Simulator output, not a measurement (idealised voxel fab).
A process module follows: voxel wiring stack.
Square cell edge 5 nm, section width 210 nm, ID cut.
A cross-section is written here as square cells arranged in a grid, and it is given in bands from the top down, each band taking up one or more rows of cells.
What a band's entry tells you: where the top is and where the bottom is, as heights in nm, and after that what lies inside, material by material from left to right, each with its width in nm. Empty space is written as the word "blank", and a single material marked with the word "all across" occupies the band from edge to edge.
Measure heights from 0. That's the level where, below it, the as-received wafer is all one material. The lowest band is bottomless and extends downward; write it as in "0 nm and below".
The width entry "30->40" should be interpreted row by row: the top row of cells in the band takes the first number, the bottom row takes the second number, and the change between adjacent rows is uniform throughout.
"nothing got changed" -> step changed no cross-section cell.
Under "Closed void list" you'll find the enclosed gaps, the ones with no way out to the top, that are 8 cells or bigger; each reads width x height at distance, with distance counted from the left edge, everything in nm.
Whatever follows a step's settings on its line is a remark the simulator itself makes about that step.
overlay nm: how far to the right of its planned place the mask lay on this masked step (negative: to the left).

Steps planned for the process
1 op RECEIVE | material Si
2 op CONFORMAL_DEP | material SiO2 | thk nm 10
3 op DIRECTIONAL_DEP | material TiN | thk nm 5
4 op DIRECTIONAL_DEP | material Ru | thk nm 25
5 op DIRECTIONAL_DEP | material aC | thk nm 10
6 op PATTERN | tone cover | mask id METAL_1 | material resist | width nm 25 | pitch nm 40 | thk nm 25 | overlay nm 0
7 op DIRECTIONAL_ETCH | etch materials aC | depth nm 10
8 op STRIP | etch materials resist
9 op DIRECTIONAL_ETCH | etch materials Ru | depth nm 25
10 op DIRECTIONAL_ETCH | etch materials TiN | depth nm 5
11 op STRIP | etch materials aC
12 op FILL_DEP | material SiO2 | thk nm 5
13 op CMP | height nm 40
14 op CONFORMAL_DEP | material SiCN | thk nm 5
15 op DIRECTIONAL_DEP | material SiO2 | thk nm 15
16 op MASKED_ETCH | tone open | mask id PLUG_1 | width nm 15 | pitch nm 40 | etch materials SiO2 | depth nm 15 | overlay nm 0
17 op MASKED_ETCH | tone open | mask id PLUG_1 | width nm 15 | pitch nm 40 | etch materials SiCN | depth nm 5 | overlay nm 0
18 op CONFORMAL_DEP | material TiN | thk nm 5
19 op FILL_DEP | material Ru | thk nm 10
20 op CMP | height nm 60
21 op CONFORMAL_DEP | material SiN | thk nm 5
22 op DIRECTIONAL_DEP | material lowk | thk nm 15
23 op DIRECTIONAL_DEP | material aC | thk nm 10
24 op PATTERN | tone open | mask id METAL_2 | material resist | width nm 25 | pitch nm 40 | thk nm 30 | overlay nm 0
25 op DIRECTIONAL_ETCH | etch materials aC | depth nm 10
26 op STRIP | etch materials resist
27 op DIRECTIONAL_ETCH | etch materials lowk | depth nm 15
28 op DIRECTIONAL_ETCH | etch materials SiN | depth nm 5
29 op STRIP | etch materials aC
30 op CONFORMAL_DEP | material TiN | thk nm 5
31 op FILL_DEP | material Cu | thk nm 5
32 op CMP | height nm 80
33 op CONFORMAL_DEP | material SiCN | thk nm 5
34 op DIRECTIONAL_DEP | material SiO2 | thk nm 30
35 op MASKED_ETCH | tone open | mask id METAL_3_HOLES | width nm 15 | pitch nm 80 | etch materials SiO2 | depth nm 30 | overlay nm 0
36 op DIRECTIONAL_DEP | material aC | thk nm 15
37 op PATTERN | tone open | mask id METAL_3 | material resist | width nm 25 | pitch nm 40 | thk nm 30 | overlay nm 0
38 op DIRECTIONAL_ETCH | etch materials aC | depth nm 15
39 op STRIP | etch materials resist
40 op DIRECTIONAL_ETCH | etch materials SiO2 | depth nm 20
41 op DIRECTIONAL_ETCH | etch materials SiCN | depth nm 5
42 op STRIP | etch materials aC
43 op CONFORMAL_DEP | material TiN | thk nm 5
44 op FILL_DEP | material Cu | thk nm 10
45 op CMP | height nm 115
46 op CONFORMAL_DEP | material SiN | thk nm 5

Cross-section: wafer on arrival = after step 1
- 0 nm and below  Si all across
- Closed void list: none

Here's the wafer cut in cross-section after the module, started and planned just like above, except one thing was done wrong in the run
- 120 nm to 115 nm  SiN all across
- 115 nm to 100 nm  30 nm SiO2  5 nm TiN  15 nm Cu  5 nm TiN  15 nm SiO2  5 nm TiN  15 nm Cu  5 nm TiN  15 nm SiO2  5 nm TiN  15 nm Cu  5 nm TiN  15 nm SiO2  5 nm TiN  15 nm Cu  5 nm TiN  35 nm SiO2
- 100 nm to 95 nm  30 nm SiO2  5 nm TiN  5 nm Cu  15 nm TiN  15 nm SiO2  25 nm TiN  15 nm SiO2  5 nm TiN  5 nm Cu  15 nm TiN  15 nm SiO2  25 nm TiN  35 nm SiO2
- 95 nm to 85 nm  30 nm SiO2  5 nm TiN  5 nm Cu  5 nm TiN  65 nm SiO2  5 nm TiN  5 nm Cu  5 nm TiN  85 nm SiO2
- 85 nm to 80 nm  30 nm SiCN  15 nm TiN  65 nm SiCN  15 nm TiN  85 nm SiCN
- 80 nm to 65 nm  30 nm lowk  5 nm TiN  15 nm Cu  5 nm TiN  15 nm lowk  5 nm TiN  15 nm Cu  5 nm TiN  15 nm lowk  5 nm TiN  15 nm Cu  5 nm TiN  15 nm lowk  5 nm TiN  15 nm Cu  5 nm TiN  35 nm lowk
- 65 nm to 60 nm  30 nm SiN  25 nm TiN  15 nm SiN  25 nm TiN  15 nm SiN  25 nm TiN  15 nm SiN  25 nm TiN  35 nm SiN
- 60 nm to 45 nm  30 nm SiO2  5 nm TiN  5 nm Ru  5 nm TiN  25 nm SiO2  5 nm TiN  5 nm Ru  5 nm TiN  25 nm SiO2  5 nm TiN  5 nm Ru  5 nm TiN  25 nm SiO2  5 nm TiN  5 nm Ru  5 nm TiN  45 nm SiO2
- 45 nm to 40 nm  30 nm SiCN  15 nm TiN  25 nm SiCN  15 nm TiN  25 nm SiCN  15 nm TiN  25 nm SiCN  15 nm TiN  45 nm SiCN
- 40 nm to 35 nm  SiO2 all across
- 35 nm to 10 nm  30 nm SiO2  25 nm Ru  15 nm SiO2  25 nm Ru  15 nm SiO2  25 nm Ru  15 nm SiO2  25 nm Ru  35 nm SiO2
- 10 nm to 0 nm  SiO2 all across
- 0 nm and below  Si all across
- Closed void list: none
Deviation noted in wafer processing: yeah, step 3 of the plan got skipped, never ran
